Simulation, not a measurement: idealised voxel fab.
Documented hereafter: the process module known as voxel tone inversion.
210 nm wide, 5 nm square cells: that's cross-section cut.
Think of the cross-section as a grid of square cells. We describe it in bands, top to bottom, and each band covers one or more rows of those cells.
It is stipulated that each band's entry specify, in nanometres, the height of the top of the band and then that of its bottom, followed by the materials of the band in left-to-right sequence, each together with its width in nanometres. A single material marked by the word "full width" is understood to fill the band from edge to edge; the word "empty" is understood to denote empty space.
Height is counted from the level 0, under which the received wafer is composed throughout of one material. The lowest of the bands is not closed at the bottom but continues downward, in the notation "z 0 and below".
Quick explanation for "30..40": the width changes in equal steps down the rows of cells, from the first number in the band's top row to the second number in its bottom row.
It should be understood that the words "no alterations made", when stated for a given step, signify that the cross-section underwent no change in any of its cells during that step.
Empty spaces without an open route to the top, at least 8 cells in extent, make up the entry "Voids, fully enclosed"; each is given as width x height at distance, where the distance is measured from the left edge, and all are in nm.
Whatever follows a step's settings on its line is a remark the simulator itself makes about that step.
overlay nm: right-of-plan distance of the mask on a masked step; negative values mean left-of-plan.
plan
1: RECEIVE (material Si)
2: CONFORMAL_DEP (material SiCN; thk nm 10)
3: DIRECTIONAL_DEP (material polySi; thk nm 15)
4: PATTERN (tone cover; mask id POSTS; material resist; width nm 15; pitch nm 35; thk nm 25; overlay nm 0)
5: DIRECTIONAL_ETCH (etch materials polySi; depth nm 15)
6: STRIP (etch materials resist)
7: FILL_DEP (material lowk; thk nm 10)
8: CMP (height nm 25)
9: STRIP (etch materials polySi)
10: CONFORMAL_DEP (material TiN; thk nm 5)
11: FILL_DEP (material W; thk nm 5)
12: CMP (height nm 25)
13: CONFORMAL_DEP (material SiCN; thk nm 5)
First wafer of two (run as planned)
The cross-section here shows the wafer as received, i.e. in its state after step 1
- z 0 and below  Si full width
- Voids, fully enclosed: none
Upon completion of step 2, the wafer appears in cross-section as shown
- z 10 to 0  SiCN full width
- below 0: unchanged
Upon completion of step 3, the wafer appears in cross-section as shown
- z 25 to 10  polySi full width
- below 10: unchanged
Upon completion of step 4, the wafer appears in cross-section as shown
- z 50 to 25  empty: 80, resist: 15, empty: 20, resist: 15, empty: 80
- below 25: unchanged
Upon completion of step 5, the wafer appears in cross-section as shown
- z 50 to 25  empty: 80, resist: 15, empty: 20, resist: 15, empty: 80
- z 25 to 10  empty: 80, polySi: 15, empty: 20, polySi: 15, empty: 80
- below 10: unchanged
Upon completion of step 6, the wafer appears in cross-section as shown
- z 25 to 10  empty: 80, polySi: 15, empty: 20, polySi: 15, empty: 80
- below 10: unchanged
Upon completion of step 7, the wafer appears in cross-section as shown
- z 35 to 25  lowk full width
- z 25 to 10  lowk: 80, polySi: 15, lowk: 20, polySi: 15, lowk: 80
- below 10: unchanged
Upon completion of step 8, the wafer appears in cross-section as shown
- z 25 to 10  lowk: 80, polySi: 15, lowk: 20, polySi: 15, lowk: 80
- below 10: unchanged
Upon completion of step 9, the wafer appears in cross-section as shown
- z 25 to 10  lowk: 80, empty: 15, lowk: 20, empty: 15, lowk: 80
- below 10: unchanged
Upon completion of step 10, the wafer appears in cross-section as shown
- z 30 to 25  TiN: 85, empty: 5, TiN: 30, empty: 5, TiN: 85
- z 25 to 15  lowk: 80, TiN: 5, empty: 5, TiN: 5, lowk: 20, TiN: 5, empty: 5, TiN: 5, lowk: 80
- z 15 to 10  lowk: 80, TiN: 15, lowk: 20, TiN: 15, lowk: 80
- below 10: unchanged
Upon completion of step 11, the wafer appears in cross-section as shown
- z 35 to 30  W full width
- z 30 to 25  TiN: 85, W: 5, TiN: 30, W: 5, TiN: 85
- z 25 to 15  lowk: 80, TiN: 5, W: 5, TiN: 5, lowk: 20, TiN: 5, W: 5, TiN: 5, lowk: 80
- below 15: unchanged
Upon completion of step 12, the wafer appears in cross-section as shown
- z 25 to 15  lowk: 80, TiN: 5, W: 5, TiN: 5, lowk: 20, TiN: 5, W: 5, TiN: 5, lowk: 80
- below 15: unchanged
Upon completion of step 13, the wafer appears in cross-section as shown
- z 30 to 25  SiCN full width
- below 25: unchanged
The second wafer was prepared from the same starting point and under the same plan as the first; its processing contained one mistake, and it remains indistinguishable from the first wafer up to and including step 3
Cross-section, second wafer, at the end time the plan gives for step 4
- z 50 to 25  empty: 80, resist: 20, empty: 15, resist: 20, empty: 75
- below 25: unchanged
Cross-section, second wafer, at the end time the plan gives for step 5
- z 50 to 25  empty: 80, resist: 20, empty: 15, resist: 20, empty: 75
- z 25 to 10  empty: 80, polySi: 20, empty: 15, polySi: 20, empty: 75
- below 10: unchanged
Cross-section, second wafer, at the end time the plan gives for step 6
- z 25 to 10  empty: 80, polySi: 20, empty: 15, polySi: 20, empty: 75
- below 10: unchanged
Cross-section, second wafer, at the end time the plan gives for step 7
- z 35 to 25  lowk full width
- z 25 to 10  lowk: 80, polySi: 20, lowk: 15, polySi: 20, lowk: 75
- below 10: unchanged
Cross-section, second wafer, at the end time the plan gives for step 8
- z 25 to 10  lowk: 80, polySi: 20, lowk: 15, polySi: 20, lowk: 75
- below 10: unchanged
Cross-section, second wafer, at the end time the plan gives for step 9
- z 25 to 10  lowk: 80, empty: 20, lowk: 15, empty: 20, lowk: 75
- below 10: unchanged
Cross-section, second wafer, at the end time the plan gives for step 10
- z 30 to 25  TiN: 85, empty: 10, TiN: 25, empty: 10, TiN: 80
- z 25 to 15  lowk: 80, TiN: 5, empty: 10, TiN: 5, lowk: 15, TiN: 5, empty: 10, TiN: 5, lowk: 75
- z 15 to 10  lowk: 80, TiN: 20, lowk: 15, TiN: 20, lowk: 75
- below 10: unchanged
Cross-section, second wafer, at the end time the plan gives for step 11
- z 35 to 30  W full width
- z 30 to 25  TiN: 85, W: 10, TiN: 25, W: 10, TiN: 80
- z 25 to 15  lowk: 80, TiN: 5, W: 10, TiN: 5, lowk: 15, TiN: 5, W: 10, TiN: 5, lowk: 75
- below 15: unchanged
Cross-section, second wafer, at the end time the plan gives for step 12
- z 25 to 15  lowk: 80, TiN: 5, W: 10, TiN: 5, lowk: 15, TiN: 5, W: 10, TiN: 5, lowk: 75
- below 15: unchanged
Cross-section, second wafer, at the end time the plan gives for step 13
- z 30 to 25  SiCN full width
- below 25: unchanged
Short version of what went wrong: step 4: run off-plan, actual operation and settings PATTERN (tone cover; mask id POSTS; material resist; width nm 20; pitch nm 35; thk nm 25; overlay nm 0)
Heads up, by the end the second wafer has more or fewer cells of some materials compared to the first: 2 more of TiN | 4 more of W | 6 fewer of lowk
